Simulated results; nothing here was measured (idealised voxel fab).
process module | voxel self aligned vias
cross-section cut | 225 nm wide | cells 5 nm
A cross-section is a grid of square cells, given in bands from the top down. A band is one or more rows of cells.
Each band's line starts with the height of the band's top and of its bottom, in nm. Then come its materials from left to right, each with its width in nm. One material with "throughout" fills the band from edge to edge. "air" is empty space.
Height 0 is the level under which the wafer as received is all one material. The lowest band goes on downwards, as in "0 down".
A width such as "30 to 40" changes by the same amount from each row of cells to the next, from the band's top row to its bottom row.
"no change" after a step means that no cell of the cross-section changed.
closed voids: empty space of 8 cells or more with no open way to the top, each as width x height at its distance from the left edge, in nm
after a step's settings: what the simulator itself notes on the step
overlay nm, on a step with a mask: how far to the right of its planned place the mask lay; to the left if negative
plan
1 op RECEIVE | material Si
2 op CONFORMAL_DEP | material SiO2 | thk nm 10
3 op CONFORMAL_DEP | material SiCN | thk nm 5
4 op DIRECTIONAL_DEP | material lowk | thk nm 20
5 op MASKED_ETCH | tone open | mask id LINES | width nm 30 | pitch nm 70 | etch materials lowk | depth nm 20 | overlay nm 0
6 op CONFORMAL_DEP | material TiN | thk nm 5
7 op FILL_DEP | material W | thk nm 5
8 op CMP | height nm 35
9 op SELECTIVE_ETCH | etch materials W Ru TiN | depth nm 5
10 op FILL_DEP | material SiN | thk nm 10
11 op CMP | height nm 35
12 op DIRECTIONAL_DEP | material lowk | thk nm 15
13 op DIRECTIONAL_DEP | material aC | thk nm 15
14 op PATTERN | tone open | mask id VIAS | material resist | width nm 40 | pitch nm 70 | thk nm 35 | overlay nm 0
15 op DIRECTIONAL_ETCH | etch materials aC | depth nm 15
16 op STRIP | etch materials resist
17 op DIRECTIONAL_ETCH | etch materials lowk | depth nm 15
18 op DIRECTIONAL_ETCH | etch materials SiN | depth nm 5
19 op STRIP | etch materials aC
20 op CONFORMAL_DEP | material TiN | thk nm 5
21 op FILL_DEP | material Ru | thk nm 10
22 op CMP | height nm 50
23 op CONFORMAL_DEP | material SiN | thk nm 5
first wafer, as planned
as received, after step 1
  0 down: Si throughout
  closed voids: none
after step 2
  10 to 0: SiO2 throughout
  below 0: unchanged
after step 3
  15 to 10: SiCN throughout
  below 10: unchanged
after step 4
  35 to 15: lowk throughout
  below 15: unchanged
after step 5
  35 to 15: lowk 25 | air 30 | lowk 40 | air 30 | lowk 40 | air 30 | lowk 30
  below 15: unchanged
after step 6
  40 to 35: TiN 30 | air 20 | TiN 50 | air 20 | TiN 50 | air 20 | TiN 35
  35 to 20: lowk 25 | TiN 5 | air 20 | TiN 5 | lowk 40 | TiN 5 | air 20 | TiN 5 | lowk 40 | TiN 5 | air 20 | TiN 5 | lowk 30
  20 to 15: lowk 25 | TiN 30 | lowk 40 | TiN 30 | lowk 40 | TiN 30 | lowk 30
  below 15: unchanged
after step 7
  45 to 40: W throughout
  40 to 35: TiN 30 | W 20 | TiN 50 | W 20 | TiN 50 | W 20 | TiN 35
  35 to 20: lowk 25 | TiN 5 | W 20 | TiN 5 | lowk 40 | TiN 5 | W 20 | TiN 5 | lowk 40 | TiN 5 | W 20 | TiN 5 | lowk 30
  below 20: unchanged
after step 8
  35 to 20: lowk 25 | TiN 5 | W 20 | TiN 5 | lowk 40 | TiN 5 | W 20 | TiN 5 | lowk 40 | TiN 5 | W 20 | TiN 5 | lowk 30
  below 20: unchanged
after step 9
  35 to 30: lowk 25 | air 30 | lowk 40 | air 30 | lowk 40 | air 30 | lowk 30
  below 30: unchanged
after step 10
  45 to 35: SiN throughout
  35 to 30: lowk 25 | SiN 30 | lowk 40 | SiN 30 | lowk 40 | SiN 30 | lowk 30
  below 30: unchanged
after step 11
  35 to 30: lowk 25 | SiN 30 | lowk 40 | SiN 30 | lowk 40 | SiN 30 | lowk 30
  below 30: unchanged
after step 12
  50 to 35: lowk throughout
  below 35: unchanged
after step 13
  65 to 50: aC throughout
  below 50: unchanged
after step 14
  100 to 65: resist 20 | air 40 | resist 30 | air 40 | resist 30 | air 40 | resist 25
  below 65: unchanged
after step 15
  85 to 65: resist 20 | air 40 | resist 30 | air 40 | resist 30 | air 40 | resist 25
  65 to 50: aC 20 | air 40 | aC 30 | air 40 | aC 30 | air 40 | aC 25
  below 50: unchanged
after step 16
  65 to 50: aC 20 | air 40 | aC 30 | air 40 | aC 30 | air 40 | aC 25
  below 50: unchanged
after step 17
  65 to 50: aC 20 | air 40 | aC 30 | air 40 | aC 30 | air 40 | aC 25
  50 to 35: lowk 20 | air 40 | lowk 30 | air 40 | lowk 30 | air 40 | lowk 25
  below 35: unchanged
after step 18
  65 to 50: aC 20 | air 40 | aC 30 | air 40 | aC 30 | air 40 | aC 25
  50 to 35: lowk 20 | air 40 | lowk 30 | air 40 | lowk 30 | air 40 | lowk 25
  35 to 30: lowk 25 | air 30 | lowk 40 | air 30 | lowk 40 | air 30 | lowk 30
  below 30: unchanged
after step 19
  50 to 35: lowk 20 | air 40 | lowk 30 | air 40 | lowk 30 | air 40 | lowk 25
  below 35: unchanged
after step 20
  55 to 50: TiN 25 | air 30 | TiN 40 | air 30 | TiN 40 | air 30 | TiN 30
  50 to 40: lowk 20 | TiN 5 | air 30 | TiN 5 | lowk 30 | TiN 5 | air 30 | TiN 5 | lowk 30 | TiN 5 | air 30 | TiN 5 | lowk 25
  40 to 35: lowk 20 | TiN 10 | air 20 | TiN 10 | lowk 30 | TiN 10 | air 20 | TiN 10 | lowk 30 | TiN 10 | air 20 | TiN 10 | lowk 25
  35 to 30: lowk 25 | TiN 30 | lowk 40 | TiN 30 | lowk 40 | TiN 30 | lowk 30
  below 30: unchanged
after step 21
  65 to 55: Ru throughout
  55 to 50: TiN 25 | Ru 30 | TiN 40 | Ru 30 | TiN 40 | Ru 30 | TiN 30
  50 to 40: lowk 20 | TiN 5 | Ru 30 | TiN 5 | lowk 30 | TiN 5 | Ru 30 | TiN 5 | lowk 30 | TiN 5 | Ru 30 | TiN 5 | lowk 25
  40 to 35: lowk 20 | TiN 10 | Ru 20 | TiN 10 | lowk 30 | TiN 10 | Ru 20 | TiN 10 | lowk 30 | TiN 10 | Ru 20 | TiN 10 | lowk 25
  below 35: unchanged
after step 22
  50 to 40: lowk 20 | TiN 5 | Ru 30 | TiN 5 | lowk 30 | TiN 5 | Ru 30 | TiN 5 | lowk 30 | TiN 5 | Ru 30 | TiN 5 | lowk 25
  below 40: unchanged
after step 23
  55 to 50: SiN throughout
  below 50: unchanged
second wafer: like start, like plan, one mistake. Through step 2 it matches the first wafer
when step 3 should have ended
  15 to 10: W throughout
  below 10: unchanged
when step 4 should have ended
  35 to 15: lowk throughout
  below 15: unchanged
when step 5 should have ended
  35 to 15: lowk 25 | air 30 | lowk 40 | air 30 | lowk 40 | air 30 | lowk 30
  below 15: unchanged
when step 6 should have ended
  40 to 35: TiN 30 | air 20 | TiN 50 | air 20 | TiN 50 | air 20 | TiN 35
  35 to 20: lowk 25 | TiN 5 | air 20 | TiN 5 | lowk 40 | TiN 5 | air 20 | TiN 5 | lowk 40 | TiN 5 | air 20 | TiN 5 | lowk 30
  20 to 15: lowk 25 | TiN 30 | lowk 40 | TiN 30 | lowk 40 | TiN 30 | lowk 30
  below 15: unchanged
when step 7 should have ended
  45 to 40: W throughout
  40 to 35: TiN 30 | W 20 | TiN 50 | W 20 | TiN 50 | W 20 | TiN 35
  35 to 20: lowk 25 | TiN 5 | W 20 | TiN 5 | lowk 40 | TiN 5 | W 20 | TiN 5 | lowk 40 | TiN 5 | W 20 | TiN 5 | lowk 30
  below 20: unchanged
when step 8 should have ended
  35 to 20: lowk 25 | TiN 5 | W 20 | TiN 5 | lowk 40 | TiN 5 | W 20 | TiN 5 | lowk 40 | TiN 5 | W 20 | TiN 5 | lowk 30
  below 20: unchanged
when step 9 should have ended
  35 to 30: lowk 25 | air 30 | lowk 40 | air 30 | lowk 40 | air 30 | lowk 30
  below 30: unchanged
when step 10 should have ended
  45 to 35: SiN throughout
  35 to 30: lowk 25 | SiN 30 | lowk 40 | SiN 30 | lowk 40 | SiN 30 | lowk 30
  below 30: unchanged
when step 11 should have ended
  35 to 30: lowk 25 | SiN 30 | lowk 40 | SiN 30 | lowk 40 | SiN 30 | lowk 30
  below 30: unchanged
when step 12 should have ended
  50 to 35: lowk throughout
  below 35: unchanged
when step 13 should have ended
  65 to 50: aC throughout
  below 50: unchanged
when step 14 should have ended
  100 to 65: resist 20 | air 40 | resist 30 | air 40 | resist 30 | air 40 | resist 25
  below 65: unchanged
when step 15 should have ended
  85 to 65: resist 20 | air 40 | resist 30 | air 40 | resist 30 | air 40 | resist 25
  65 to 50: aC 20 | air 40 | aC 30 | air 40 | aC 30 | air 40 | aC 25
  below 50: unchanged
when step 16 should have ended
  65 to 50: aC 20 | air 40 | aC 30 | air 40 | aC 30 | air 40 | aC 25
  below 50: unchanged
when step 17 should have ended
  65 to 50: aC 20 | air 40 | aC 30 | air 40 | aC 30 | air 40 | aC 25
  50 to 35: lowk 20 | air 40 | lowk 30 | air 40 | lowk 30 | air 40 | lowk 25
  below 35: unchanged
when step 18 should have ended
  65 to 50: aC 20 | air 40 | aC 30 | air 40 | aC 30 | air 40 | aC 25
  50 to 35: lowk 20 | air 40 | lowk 30 | air 40 | lowk 30 | air 40 | lowk 25
  35 to 30: lowk 25 | air 30 | lowk 40 | air 30 | lowk 40 | air 30 | lowk 30
  below 30: unchanged
when step 19 should have ended
  50 to 35: lowk 20 | air 40 | lowk 30 | air 40 | lowk 30 | air 40 | lowk 25
  below 35: unchanged
when step 20 should have ended
  55 to 50: TiN 25 | air 30 | TiN 40 | air 30 | TiN 40 | air 30 | TiN 30
  50 to 40: lowk 20 | TiN 5 | air 30 | TiN 5 | lowk 30 | TiN 5 | air 30 | TiN 5 | lowk 30 | TiN 5 | air 30 | TiN 5 | lowk 25
  40 to 35: lowk 20 | TiN 10 | air 20 | TiN 10 | lowk 30 | TiN 10 | air 20 | TiN 10 | lowk 30 | TiN 10 | air 20 | TiN 10 | lowk 25
  35 to 30: lowk 25 | TiN 30 | lowk 40 | TiN 30 | lowk 40 | TiN 30 | lowk 30
  below 30: unchanged
when step 21 should have ended
  65 to 55: Ru throughout
  55 to 50: TiN 25 | Ru 30 | TiN 40 | Ru 30 | TiN 40 | Ru 30 | TiN 30
  50 to 40: lowk 20 | TiN 5 | Ru 30 | TiN 5 | lowk 30 | TiN 5 | Ru 30 | TiN 5 | lowk 30 | TiN 5 | Ru 30 | TiN 5 | lowk 25
  40 to 35: lowk 20 | TiN 10 | Ru 20 | TiN 10 | lowk 30 | TiN 10 | Ru 20 | TiN 10 | lowk 30 | TiN 10 | Ru 20 | TiN 10 | lowk 25
  below 35: unchanged
when step 22 should have ended
  50 to 40: lowk 20 | TiN 5 | Ru 30 | TiN 5 | lowk 30 | TiN 5 | Ru 30 | TiN 5 | lowk 30 | TiN 5 | Ru 30 | TiN 5 | lowk 25
  below 40: unchanged
when step 23 should have ended
  55 to 50: SiN throughout
  below 50: unchanged
what went wrong: step 3 ran as: op CONFORMAL_DEP | material W | thk nm 5
at the end the second wafer has, in cells: 45 fewer of SiCN | 45 more of W
